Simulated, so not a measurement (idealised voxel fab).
process module | voxel wiring stack
cross-section cut | 230 nm wide | cells 5 nm
A cross-section is a grid of square cells, given in bands from the top down. A band is one or more rows of cells.
Each band's line starts with the height of the band's top and of its bottom, in nm. Then come its materials from left to right, each with its width in nm. One material with "throughout" fills the band from edge to edge. "air" is empty space.
Height 0 is the level under which the wafer as received is all one material. The lowest band goes on downwards, as in "0 down".
A width such as "30 to 40" changes by the same amount from each row of cells to the next, from the band's top row to its bottom row.
"no change" after a step means that no cell of the cross-section changed.
closed voids: empty space of 8 cells or more with no open way to the top, each as width x height at its distance from the left edge, in nm
after a step's settings: what the simulator itself notes on the step
overlay nm, on a step with a mask: how far to the right of its planned place the mask lay; to the left if negative
plan
1 op RECEIVE | material Si
2 op CONFORMAL_DEP | material SiO2 | thk nm 10
3 op DIRECTIONAL_DEP | material TiN | thk nm 5
4 op DIRECTIONAL_DEP | material W | thk nm 20
5 op DIRECTIONAL_DEP | material aC | thk nm 10
6 op PATTERN | tone cover | mask id METAL_1 | material resist | width nm 25 | pitch nm 55 | thk nm 30 | overlay nm 0
7 op DIRECTIONAL_ETCH | etch materials aC | depth nm 10
8 op STRIP | etch materials resist
9 op DIRECTIONAL_ETCH | etch materials W | depth nm 20
10 op DIRECTIONAL_ETCH | etch materials TiN | depth nm 5
11 op STRIP | etch materials aC
12 op CONFORMAL_DEP | material SiN | thk nm 5
13 op FILL_DEP | material lowk | thk nm 5
14 op CMP | height nm 35
15 op CONFORMAL_DEP | material SiCN | thk nm 5
16 op DIRECTIONAL_DEP | material lowk | thk nm 30
17 op DIRECTIONAL_DEP | material aC | thk nm 15
18 op PATTERN | tone open | mask id METAL_2_HOLES | material resist | width nm 15 | pitch nm 110 | thk nm 35 | overlay nm 0
19 op DIRECTIONAL_ETCH | etch materials aC | depth nm 15
20 op STRIP | etch materials resist
21 op DIRECTIONAL_ETCH | etch materials lowk | depth nm 30
22 op STRIP | etch materials aC
23 op DIRECTIONAL_DEP | material aC | thk nm 10
24 op PATTERN | tone open | mask id METAL_2 | material resist | width nm 25 | pitch nm 55 | thk nm 25 | overlay nm 0
25 op DIRECTIONAL_ETCH | etch materials aC | depth nm 10
26 op STRIP | etch materials resist
27 op DIRECTIONAL_ETCH | etch materials lowk | depth nm 20
28 op DIRECTIONAL_ETCH | etch materials SiCN | depth nm 5
29 op STRIP | etch materials aC
30 op CONFORMAL_DEP | material TiN | thk nm 5
31 op FILL_DEP | material Cu | thk nm 10
32 op CMP | height nm 70
33 op CONFORMAL_DEP | material SiCN | thk nm 5
34 op DIRECTIONAL_DEP | material SiO2 | thk nm 30
35 op MASKED_ETCH | tone open | mask id METAL_3_HOLES | width nm 15 | pitch nm 110 | etch materials SiO2 | depth nm 30 | overlay nm 0
36 op PATTERN | tone open | mask id METAL_3 | material resist | width nm 25 | pitch nm 55 | thk nm 15 | overlay nm 0
37 op DIRECTIONAL_ETCH | etch materials SiO2 | depth nm 15
38 op DIRECTIONAL_ETCH | etch materials SiCN | depth nm 5
39 op STRIP | etch materials resist
40 op CONFORMAL_DEP | material TiN | thk nm 5
41 op FILL_DEP | material Cu | thk nm 10
42 op CMP | height nm 105
43 op CONFORMAL_DEP | material SiCN | thk nm 5
44 op DIRECTIONAL_DEP | material SiO2 | thk nm 15
45 op PATTERN | tone open | mask id PLUG_3 | material resist | width nm 15 | pitch nm 55 | thk nm 15 | overlay nm 0
46 op DIRECTIONAL_ETCH | etch materials SiO2 | depth nm 15
47 op DIRECTIONAL_ETCH | etch materials SiCN | depth nm 5
48 op STRIP | etch materials resist
49 op EPI | material Ru | thk nm 10
50 op EPI | material Ru | thk nm 10
51 op DIRECTIONAL_DEP | material TiN | thk nm 5
52 op DIRECTIONAL_DEP | material Ru | thk nm 20
53 op DIRECTIONAL_DEP | material aC | thk nm 15
54 op PATTERN | tone cover | mask id METAL_4 | material resist | width nm 25 | pitch nm 55 | thk nm 35 | overlay nm 0
55 op DIRECTIONAL_ETCH | etch materials aC | depth nm 15
56 op STRIP | etch materials resist
57 op DIRECTIONAL_ETCH | etch materials Ru | depth nm 20
58 op DIRECTIONAL_ETCH | etch materials TiN | depth nm 5
59 op STRIP | etch materials aC
60 op CONFORMAL_DEP | material SiCN | thk nm 5
61 op FILL_DEP | material lowk | thk nm 5
62 op CMP | height nm 150
63 op CONFORMAL_DEP | material SiCN | thk nm 5
as received, after step 1
  0 down: Si throughout
  closed voids: none
first wafer at the end, as planned
  155 to 150: SiCN throughout
  150 to 130: lowk 15 | SiCN 5 | Ru 25 | SiCN 5 | lowk 20 | SiCN 5 | Ru 25 | SiCN 5 | lowk 20 | SiCN 5 | Ru 25 | SiCN 5 | lowk 20 | SiCN 5 | Ru 25 | SiCN 5 | lowk 15
  130 to 125: SiCN 20 | TiN 25 | SiCN 30 | TiN 25 | SiCN 30 | TiN 25 | SiCN 30 | TiN 25 | SiCN 20
  125 to 110: SiO2 20 | Ru 15 | SiO2 40 | Ru 15 | SiO2 40 | Ru 15 | SiO2 40 | Ru 15 | SiO2 30
  110 to 105: SiCN 20 | Ru 15 | SiCN 40 | Ru 15 | SiCN 40 | Ru 15 | SiCN 40 | Ru 15 | SiCN 30
  105 to 95: SiO2 20 | TiN 5 | Cu 15 | TiN 5 | SiO2 30 | TiN 5 | Cu 15 | TiN 5 | SiO2 30 | TiN 5 | Cu 15 | TiN 5 | SiO2 30 | TiN 5 | Cu 15 | TiN 5 | SiO2 20
  95 to 90: SiO2 20 | TiN 5 | Cu 5 | TiN 15 | SiO2 30 | TiN 25 | SiO2 30 | TiN 5 | Cu 5 | TiN 15 | SiO2 30 | TiN 25 | SiO2 20
  90 to 75: SiO2 20 | TiN 5 | Cu 5 | TiN 5 | SiO2 95 | TiN 5 | Cu 5 | TiN 5 | SiO2 85
  75 to 70: SiCN 20 | TiN 15 | SiCN 95 | TiN 15 | SiCN 85
  70 to 55: lowk 20 | TiN 5 | Cu 15 | TiN 5 | lowk 30 | TiN 5 | Cu 15 | TiN 5 | lowk 30 | TiN 5 | Cu 15 | TiN 5 | lowk 30 | TiN 5 | Cu 15 | TiN 5 | lowk 20
  55 to 50: lowk 20 | TiN 5 | Cu 5 | TiN 15 | lowk 30 | TiN 25 | lowk 30 | TiN 5 | Cu 5 | TiN 15 | lowk 30 | TiN 25 | lowk 20
  50 to 40: lowk 20 | TiN 5 | Cu 5 | TiN 5 | lowk 95 | TiN 5 | Cu 5 | TiN 5 | lowk 85
  40 to 35: SiCN 20 | TiN 15 | SiCN 95 | TiN 15 | SiCN 85
  35 to 15: lowk 15 | SiN 5 | W 25 | SiN 5 | lowk 20 | SiN 5 | W 25 | SiN 5 | lowk 20 | SiN 5 | W 25 | SiN 5 | lowk 20 | SiN 5 | W 25 | SiN 5 | lowk 15
  15 to 10: SiN 20 | TiN 25 | SiN 30 | TiN 25 | SiN 30 | TiN 25 | SiN 30 | TiN 25 | SiN 20
  10 to 0: SiO2 throughout
  0 down: Si throughout
  closed voids: none
second wafer at the end: like start, like plan, one mistake
  155 to 150: SiCN throughout
  150 to 130: lowk 15 | SiCN 5 | Ru 25 | SiCN 5 | lowk 20 | SiCN 5 | Ru 25 | SiCN 5 | lowk 20 | SiCN 5 | Ru 25 | SiCN 5 | lowk 20 | SiCN 5 | Ru 25 | SiCN 5 | lowk 15
  130 to 125: SiCN 20 | TiN 25 | SiCN 30 | TiN 25 | SiCN 30 | TiN 25 | SiCN 30 | TiN 25 | SiCN 20
  125 to 110: SiO2 20 | Ru 15 | SiO2 40 | Ru 15 | SiO2 40 | Ru 15 | SiO2 40 | Ru 15 | SiO2 30
  110 to 105: SiCN 20 | Ru 15 | SiCN 40 | Ru 15 | SiCN 40 | Ru 15 | SiCN 40 | Ru 15 | SiCN 30
  105 to 95: SiO2 20 | TiN 5 | Cu 15 | TiN 5 | SiO2 30 | TiN 5 | Cu 15 | TiN 5 | SiO2 30 | TiN 5 | Cu 15 | TiN 5 | SiO2 30 | TiN 5 | Cu 15 | TiN 5 | SiO2 20
  95 to 90: SiO2 20 | TiN 5 | Cu 5 | TiN 15 | SiO2 30 | TiN 25 | SiO2 30 | TiN 5 | Cu 5 | TiN 15 | SiO2 30 | TiN 25 | SiO2 20
  90 to 75: SiO2 20 | TiN 5 | Cu 5 | TiN 5 | SiO2 95 | TiN 5 | Cu 5 | TiN 5 | SiO2 85
  75 to 70: SiCN 20 | TiN 15 | SiCN 95 | TiN 15 | SiCN 85
  70 to 65: TiN 25 | Cu 15 | TiN 40 | Cu 15 | TiN 40 | Cu 15 | TiN 40 | Cu 15 | TiN 25
  65 to 50: lowk 20 | TiN 5 | Cu 15 | TiN 5 | lowk 30 | TiN 5 | Cu 15 | TiN 5 | lowk 30 | TiN 5 | Cu 15 | TiN 5 | lowk 30 | TiN 5 | Cu 15 | TiN 5 | lowk 20
  50 to 45: lowk 20 | TiN 5 | Cu 5 | TiN 15 | lowk 30 | TiN 25 | lowk 30 | TiN 5 | Cu 5 | TiN 15 | lowk 30 | TiN 25 | lowk 20
  45 to 40: lowk 20 | TiN 5 | Cu 5 | TiN 5 | lowk 95 | TiN 5 | Cu 5 | TiN 5 | lowk 85
  40 to 35: SiCN 20 | TiN 15 | SiCN 95 | TiN 15 | SiCN 85
  35 to 15: lowk 15 | SiN 5 | W 25 | SiN 5 | lowk 20 | SiN 5 | W 25 | SiN 5 | lowk 20 | SiN 5 | W 25 | SiN 5 | lowk 20 | SiN 5 | W 25 | SiN 5 | lowk 15
  15 to 10: SiN 20 | TiN 25 | SiN 30 | TiN 25 | SiN 30 | TiN 25 | SiN 30 | TiN 25 | SiN 20
  10 to 0: SiO2 throughout
  0 down: Si throughout
  closed voids: none
what went wrong: step 16 ran as: op DIRECTIONAL_DEP | material lowk | thk nm 25
at the end the second wafer has, in cells: 10 more of Cu | 30 more of TiN | 40 fewer of lowk
